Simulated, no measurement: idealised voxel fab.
The document below concerns the process module designated voxel wiring stack.
The width of the displayed cross-section, cut, is 300 nm; its cells are square, with a size of 5 nm.
Cross-section = grid of square cells, listed top down in bands; band = one or more rows. First you get the band's top height and its bottom height, in nm, and then the materials it's made of, left to right, with each width in nm. If you see a single material with "all across", that one covers the band edge to edge. "blank" is empty space. Below 0: as-received wafer, all one material; heights counted from there. Lowest band: no bottom, goes on down, written "0 nm and below". Read "30..40" as a graded width: first number on top, second number at the bottom, same change between each pair of neighbouring rows. Step note "stayed the same" = no cross-section cell changed. Each empty space that has no open way to the top and spans at least 8 cells appears under "Closed-off voids" as width x height at distance, the distance counted from the left edge, all in nm. Past the settings on a step's line: simulator remark, on that step. On any step carrying a mask, the "overlay nm" setting, if present on the step's line, tells how far right of its planned place the mask lay; negative values point to the left.

Planned process steps
1,RECEIVE,material Si
2,CONFORMAL_DEP,material SiO2,thk nm 15
3,DIRECTIONAL_DEP,material TiN,thk nm 5
4,DIRECTIONAL_DEP,material W,thk nm 25
5,DIRECTIONAL_DEP,material aC,thk nm 15
6,PATTERN,tone cover,mask id METAL_1,material resist,width nm 30,pitch nm 50,thk nm 35,overlay nm 0
7,DIRECTIONAL_ETCH,etch materials aC,depth nm 15
8,STRIP,etch materials resist
9,DIRECTIONAL_ETCH,etch materials W,depth nm 25
10,DIRECTIONAL_ETCH,etch materials TiN,depth nm 5
11,STRIP,etch materials aC
12,CONFORMAL_DEP,material SiCN,thk nm 5
13,FILL_DEP,material lowk,thk nm 10
14,CMP,height nm 45
15,CONFORMAL_DEP,material SiCN,thk nm 5
16,DIRECTIONAL_DEP,material SiO2,thk nm 15
17,DIRECTIONAL_DEP,material aC,thk nm 10
18,PATTERN,tone open,mask id PLUG_1,material resist,width nm 15,pitch nm 50,thk nm 30,overlay nm 0
19,DIRECTIONAL_ETCH,etch materials aC,depth nm 10
20,STRIP,etch materials resist
21,DIRECTIONAL_ETCH,etch materials SiO2,depth nm 15
22,DIRECTIONAL_ETCH,etch materials SiCN,depth nm 5
23,STRIP,etch materials aC
24,EPI,material Ru,thk nm 10
25,EPI,material Ru,thk nm 10
26,DIRECTIONAL_DEP,material TiN,thk nm 5
27,DIRECTIONAL_DEP,material Ru,thk nm 15
28,PATTERN,tone cover,mask id METAL_2,material resist,width nm 30,pitch nm 50,thk nm 15,overlay nm 0
29,DIRECTIONAL_ETCH,etch materials Ru,depth nm 15
30,DIRECTIONAL_ETCH,etch materials TiN,depth nm 5
31,STRIP,etch materials resist
32,CONFORMAL_DEP,material SiN,thk nm 5
33,FILL_DEP,material lowk,thk nm 10
34,CMP,height nm 85
35,CONFORMAL_DEP,material SiN,thk nm 5

First wafer out of two, processed as planned

As received (post step 1): cross-section
* 0 nm and below: Si all across
* Closed-off voids: none

Sectional view: wafer, after step 2
* 15 nm to 0 nm: SiO2 all across
* Below 0, the layers are the same as they were.

Sectional view: wafer, after step 3
* 20 nm to 15 nm: TiN all across
* Below 15, the layers are the same as they were.

Sectional view: wafer, after step 4
* 45 nm to 20 nm: W all across
* Below 20, the layers are the same as they were.

Sectional view: wafer, after step 5
* 60 nm to 45 nm: aC all across
* Below 45, the layers are the same as they were.

Sectional view: wafer, after step 6
* 95 nm to 60 nm: blank (85), then resist (30), then blank (20), then resist (30), then blank (20), then resist (30), then blank (85)
* Below 60, the layers are the same as they were.

Sectional view: wafer, after step 7
* 80 nm to 60 nm: blank (85), then resist (30), then blank (20), then resist (30), then blank (20), then resist (30), then blank (85)
* 60 nm to 45 nm: blank (85), then aC (30), then blank (20), then aC (30), then blank (20), then aC (30), then blank (85)
* Below 45, the layers are the same as they were.

Sectional view: wafer, after step 8
* 60 nm to 45 nm: blank (85), then aC (30), then blank (20), then aC (30), then blank (20), then aC (30), then blank (85)
* Below 45, the layers are the same as they were.

Sectional view: wafer, after step 9
* 60 nm to 45 nm: blank (85), then aC (30), then blank (20), then aC (30), then blank (20), then aC (30), then blank (85)
* 45 nm to 20 nm: blank (85), then W (30), then blank (20), then W (30), then blank (20), then W (30), then blank (85)
* Below 20, the layers are the same as they were.

Sectional view: wafer, after step 10
* 60 nm to 45 nm: blank (85), then aC (30), then blank (20), then aC (30), then blank (20), then aC (30), then blank (85)
* 45 nm to 20 nm: blank (85), then W (30), then blank (20), then W (30), then blank (20), then W (30), then blank (85)
* 20 nm to 15 nm: blank (85), then TiN (30), then blank (20), then TiN (30), then blank (20), then TiN (30), then blank (85)
* Below 15, the layers are the same as they were.

Sectional view: wafer, after step 11
* 45 nm to 20 nm: blank (85), then W (30), then blank (20), then W (30), then blank (20), then W (30), then blank (85)
* Below 20, the layers are the same as they were.

Sectional view: wafer, after step 12
* 50 nm to 45 nm: blank (80), then SiCN (40), then blank (10), then SiCN (40), then blank (10), then SiCN (40), then blank (80)
* 45 nm to 20 nm: blank (80), then SiCN (5), then W (30), then SiCN (5), then blank (10), then SiCN (5), then W (30), then SiCN (5), then blank (10), then SiCN (5), then W (30), then SiCN (5), then blank (80)
* 20 nm to 15 nm: SiCN (85), then TiN (30), then SiCN (20), then TiN (30), then SiCN (20), then TiN (30), then SiCN (85)
* Below 15, the layers are the same as they were.

Sectional view: wafer, after step 13
* 60 nm to 50 nm: lowk all across
* 50 nm to 45 nm: lowk (80), then SiCN (40), then lowk (10), then SiCN (40), then lowk (10), then SiCN (40), then lowk (80)
* 45 nm to 20 nm: lowk (80), then SiCN (5), then W (30), then SiCN (5), then lowk (10), then SiCN (5), then W (30), then SiCN (5), then lowk (10), then SiCN (5), then W (30), then SiCN (5), then lowk (80)
* Below 20, the layers are the same as they were.

Sectional view: wafer, after step 14
* 45 nm to 20 nm: lowk (80), then SiCN (5), then W (30), then SiCN (5), then lowk (10), then SiCN (5), then W (30), then SiCN (5), then lowk (10), then SiCN (5), then W (30), then SiCN (5), then lowk (80)
* Below 20, the layers are the same as they were.

Sectional view: wafer, after step 15
* 50 nm to 45 nm: SiCN all across
* Below 45, the layers are the same as they were.

Sectional view: wafer, after step 16
* 65 nm to 50 nm: SiO2 all across
* Below 50, the layers are the same as they were.

Sectional view: wafer, after step 17
* 75 nm to 65 nm: aC all across
* Below 65, the layers are the same as they were.

Sectional view: wafer, after step 18
* 105 nm to 75 nm: resist (85), then blank (15), then resist (35), then blank (15), then resist (35), then blank (15), then resist (100)
* Below 75, the layers are the same as they were.

Sectional view: wafer, after step 19
* 95 nm to 75 nm: resist (85), then blank (15), then resist (35), then blank (15), then resist (35), then blank (15), then resist (100)
* 75 nm to 65 nm: aC (85), then blank (15), then aC (35), then blank (15), then aC (35), then blank (15), then aC (100)
* Below 65, the layers are the same as they were.

Sectional view: wafer, after step 20
* 75 nm to 65 nm: aC (85), then blank (15), then aC (35), then blank (15), then aC (35), then blank (15), then aC (100)
* Below 65, the layers are the same as they were.

Sectional view: wafer, after step 21
* 75 nm to 65 nm: aC (85), then blank (15), then aC (35), then blank (15), then aC (35), then blank (15), then aC (100)
* 65 nm to 50 nm: SiO2 (85), then blank (15), then SiO2 (35), then blank (15), then SiO2 (35), then blank (15), then SiO2 (100)
* Below 50, the layers are the same as they were.

Sectional view: wafer, after step 22
* 75 nm to 65 nm: aC (85), then blank (15), then aC (35), then blank (15), then aC (35), then blank (15), then aC (100)
* 65 nm to 50 nm: SiO2 (85), then blank (15), then SiO2 (35), then blank (15), then SiO2 (35), then blank (15), then SiO2 (100)
* 50 nm to 45 nm: SiCN (85), then blank (15), then SiCN (35), then blank (15), then SiCN (35), then blank (15), then SiCN (100)
* Below 45, the layers are the same as they were.

Sectional view: wafer, after step 23
* 65 nm to 50 nm: SiO2 (85), then blank (15), then SiO2 (35), then blank (15), then SiO2 (35), then blank (15), then SiO2 (100)
* Below 50, the layers are the same as they were.

Sectional view: wafer, after step 24
* 65 nm to 55 nm: SiO2 (85), then blank (15), then SiO2 (35), then blank (15), then SiO2 (35), then blank (15), then SiO2 (100)
* 55 nm to 50 nm: SiO2 (85), then Ru (15), then SiO2 (35), then Ru (15), then SiO2 (35), then Ru (15), then SiO2 (100)
* 50 nm to 45 nm: SiCN (85), then Ru (15), then SiCN (35), then Ru (15), then SiCN (35), then Ru (15), then SiCN (100)
* Below 45, the layers are the same as they were.

Sectional view: wafer, after step 25
* 65 nm to 50 nm: SiO2 (85), then Ru (15), then SiO2 (35), then Ru (15), then SiO2 (35), then Ru (15), then SiO2 (100)
* Below 50, the layers are the same as they were.

Sectional view: wafer, after step 26
* 70 nm to 65 nm: TiN all across
* Below 65, the layers are the same as they were.

Sectional view: wafer, after step 27
* 85 nm to 70 nm: Ru all across
* Below 70, the layers are the same as they were.

Sectional view: wafer, after step 28
* 100 nm to 85 nm: blank (85), then resist (30), then blank (20), then resist (30), then blank (20), then resist (30), then blank (85)
* Below 85, the layers are the same as they were.

Sectional view: wafer, after step 29
* 100 nm to 85 nm: blank (85), then resist (30), then blank (20), then resist (30), then blank (20), then resist (30), then blank (85)
* 85 nm to 70 nm: blank (85), then Ru (30), then blank (20), then Ru (30), then blank (20), then Ru (30), then blank (85)
* Below 70, the layers are the same as they were.

Sectional view: wafer, after step 30
* 100 nm to 85 nm: blank (85), then resist (30), then blank (20), then resist (30), then blank (20), then resist (30), then blank (85)
* 85 nm to 70 nm: blank (85), then Ru (30), then blank (20), then Ru (30), then blank (20), then Ru (30), then blank (85)
* 70 nm to 65 nm: blank (85), then TiN (30), then blank (20), then TiN (30), then blank (20), then TiN (30), then blank (85)
* Below 65, the layers are the same as they were.

Sectional view: wafer, after step 31
* 85 nm to 70 nm: blank (85), then Ru (30), then blank (20), then Ru (30), then blank (20), then Ru (30), then blank (85)
* Below 70, the layers are the same as they were.

Sectional view: wafer, after step 32
* 90 nm to 85 nm: blank (80), then SiN (40), then blank (10), then SiN (40), then blank (10), then SiN (40), then blank (80)
* 85 nm to 70 nm: blank (80), then SiN (5), then Ru (30), then SiN (5), then blank (10), then SiN (5), then Ru (30), then SiN (5), then blank (10), then SiN (5), then Ru (30), then SiN (5), then blank (80)
* 70 nm to 65 nm: SiN (85), then TiN (30), then SiN (20), then TiN (30), then SiN (20), then TiN (30), then SiN (85)
* Below 65, the layers are the same as they were.

Sectional view: wafer, after step 33
* 100 nm to 90 nm: lowk all across
* 90 nm to 85 nm: lowk (80), then SiN (40), then lowk (10), then SiN (40), then lowk (10), then SiN (40), then lowk (80)
* 85 nm to 70 nm: lowk (80), then SiN (5), then Ru (30), then SiN (5), then lowk (10), then SiN (5), then Ru (30), then SiN (5), then lowk (10), then SiN (5), then Ru (30), then SiN (5), then lowk (80)
* Below 70, the layers are the same as they were.

Sectional view: wafer, after step 34
* 85 nm to 70 nm: lowk (80), then SiN (5), then Ru (30), then SiN (5), then lowk (10), then SiN (5), then Ru (30), then SiN (5), then lowk (10), then SiN (5), then Ru (30), then SiN (5), then lowk (80)
* Below 70, the layers are the same as they were.

Sectional view: wafer, after step 35
* 90 nm to 85 nm: SiN all across
* Below 85, the layers are the same as they were.

Second of two: same start, same plan, one run error; steps up to and including 17 match the first

Cross-sectional representation of the second wafer at the time designated in the plan for the completion of step 18
* 105 nm to 75 nm: resist (85), then blank (20), then resist (30), then blank (20), then resist (30), then blank (20), then resist (95)
* Below 75, the layers are the same as they were.

Cross-sectional representation of the second wafer at the time designated in the plan for the completion of step 19
* 95 nm to 75 nm: resist (85), then blank (20), then resist (30), then blank (20), then resist (30), then blank (20), then resist (95)
* 75 nm to 65 nm: aC (85), then blank (20), then aC (30), then blank (20), then aC (30), then blank (20), then aC (95)
* Below 65, the layers are the same as they were.

Cross-sectional representation of the second wafer at the time designated in the plan for the completion of step 20
* 75 nm to 65 nm: aC (85), then blank (20), then aC (30), then blank (20), then aC (30), then blank (20), then aC (95)
* Below 65, the layers are the same as they were.

Cross-sectional representation of the second wafer at the time designated in the plan for the completion of step 21
* 75 nm to 65 nm: aC (85), then blank (20), then aC (30), then blank (20), then aC (30), then blank (20), then aC (95)
* 65 nm to 50 nm: SiO2 (85), then blank (20), then SiO2 (30), then blank (20), then SiO2 (30), then blank (20), then SiO2 (95)
* Below 50, the layers are the same as they were.

Cross-sectional representation of the second wafer at the time designated in the plan for the completion of step 22
* 75 nm to 65 nm: aC (85), then blank (20), then aC (30), then blank (20), then aC (30), then blank (20), then aC (95)
* 65 nm to 50 nm: SiO2 (85), then blank (20), then SiO2 (30), then blank (20), then SiO2 (30), then blank (20), then SiO2 (95)
* 50 nm to 45 nm: SiCN (85), then blank (20), then SiCN (30), then blank (20), then SiCN (30), then blank (20), then SiCN (95)
* Below 45, the layers are the same as they were.

Cross-sectional representation of the second wafer at the time designated in the plan for the completion of step 23
* 65 nm to 50 nm: SiO2 (85), then blank (20), then SiO2 (30), then blank (20), then SiO2 (30), then blank (20), then SiO2 (95)
* Below 50, the layers are the same as they were.

Cross-sectional representation of the second wafer at the time designated in the plan for the completion of step 24
* 65 nm to 55 nm: SiO2 (85), then blank (20), then SiO2 (30), then blank (20), then SiO2 (30), then blank (20), then SiO2 (95)
* 55 nm to 50 nm: SiO2 (85), then Ru (20), then SiO2 (30), then Ru (20), then SiO2 (30), then Ru (20), then SiO2 (95)
* 50 nm to 45 nm: SiCN (85), then Ru (20), then SiCN (30), then Ru (20), then SiCN (30), then Ru (20), then SiCN (95)
* Below 45, the layers are the same as they were.

Cross-sectional representation of the second wafer at the time designated in the plan for the completion of step 25
* 65 nm to 50 nm: SiO2 (85), then Ru (20), then SiO2 (30), then Ru (20), then SiO2 (30), then Ru (20), then SiO2 (95)
* Below 50, the layers are the same as they were.

Cross-sectional representation of the second wafer at the time designated in the plan for the completion of step 26
* 70 nm to 65 nm: TiN all across
* Below 65, the layers are the same as they were.

Cross-sectional representation of the second wafer at the time designated in the plan for the completion of step 27
* 85 nm to 70 nm: Ru all across
* Below 70, the layers are the same as they were.

Cross-sectional representation of the second wafer at the time designated in the plan for the completion of step 28
* 100 nm to 85 nm: blank (85), then resist (30), then blank (20), then resist (30), then blank (20), then resist (30), then blank (85)
* Below 85, the layers are the same as they were.

Cross-sectional representation of the second wafer at the time designated in the plan for the completion of step 29
* 100 nm to 85 nm: blank (85), then resist (30), then blank (20), then resist (30), then blank (20), then resist (30), then blank (85)
* 85 nm to 70 nm: blank (85), then Ru (30), then blank (20), then Ru (30), then blank (20), then Ru (30), then blank (85)
* Below 70, the layers are the same as they were.

Cross-sectional representation of the second wafer at the time designated in the plan for the completion of step 30
* 100 nm to 85 nm: blank (85), then resist (30), then blank (20), then resist (30), then blank (20), then resist (30), then blank (85)
* 85 nm to 70 nm: blank (85), then Ru (30), then blank (20), then Ru (30), then blank (20), then Ru (30), then blank (85)
* 70 nm to 65 nm: blank (85), then TiN (30), then blank (20), then TiN (30), then blank (20), then TiN (30), then blank (85)
* Below 65, the layers are the same as they were.

Cross-sectional representation of the second wafer at the time designated in the plan for the completion of step 31
* 85 nm to 70 nm: blank (85), then Ru (30), then blank (20), then Ru (30), then blank (20), then Ru (30), then blank (85)
* Below 70, the layers are the same as they were.

Cross-sectional representation of the second wafer at the time designated in the plan for the completion of step 32
* 90 nm to 85 nm: blank (80), then SiN (40), then blank (10), then SiN (40), then blank (10), then SiN (40), then blank (80)
* 85 nm to 70 nm: blank (80), then SiN (5), then Ru (30), then SiN (5), then blank (10), then SiN (5), then Ru (30), then SiN (5), then blank (10), then SiN (5), then Ru (30), then SiN (5), then blank (80)
* 70 nm to 65 nm: SiN (85), then TiN (30), then SiN (20), then TiN (30), then SiN (20), then TiN (30), then SiN (85)
* Below 65, the layers are the same as they were.

Cross-sectional representation of the second wafer at the time designated in the plan for the completion of step 33
* 100 nm to 90 nm: lowk all across
* 90 nm to 85 nm: lowk (80), then SiN (40), then lowk (10), then SiN (40), then lowk (10), then SiN (40), then lowk (80)
* 85 nm to 70 nm: lowk (80), then SiN (5), then Ru (30), then SiN (5), then lowk (10), then SiN (5), then Ru (30), then SiN (5), then lowk (10), then SiN (5), then Ru (30), then SiN (5), then lowk (80)
* Below 70, the layers are the same as they were.

Cross-sectional representation of the second wafer at the time designated in the plan for the completion of step 34
* 85 nm to 70 nm: lowk (80), then SiN (5), then Ru (30), then SiN (5), then lowk (10), then SiN (5), then Ru (30), then SiN (5), then lowk (10), then SiN (5), then Ru (30), then SiN (5), then lowk (80)
* Below 70, the layers are the same as they were.

Cross-sectional representation of the second wafer at the time designated in the plan for the completion of step 35
* 90 nm to 85 nm: SiN all across
* Below 85, the layers are the same as they were.
Error vs. plan: off-plan run, step 18, actual operation and settings PATTERN,tone open,mask id PLUG_1,material resist,width nm 20,pitch nm 50,thk nm 30,overlay nm 0
FYI, end of process, the second wafer has more or fewer cells of some materials than the first: Ru +12; SiCN -3; SiO2 -9
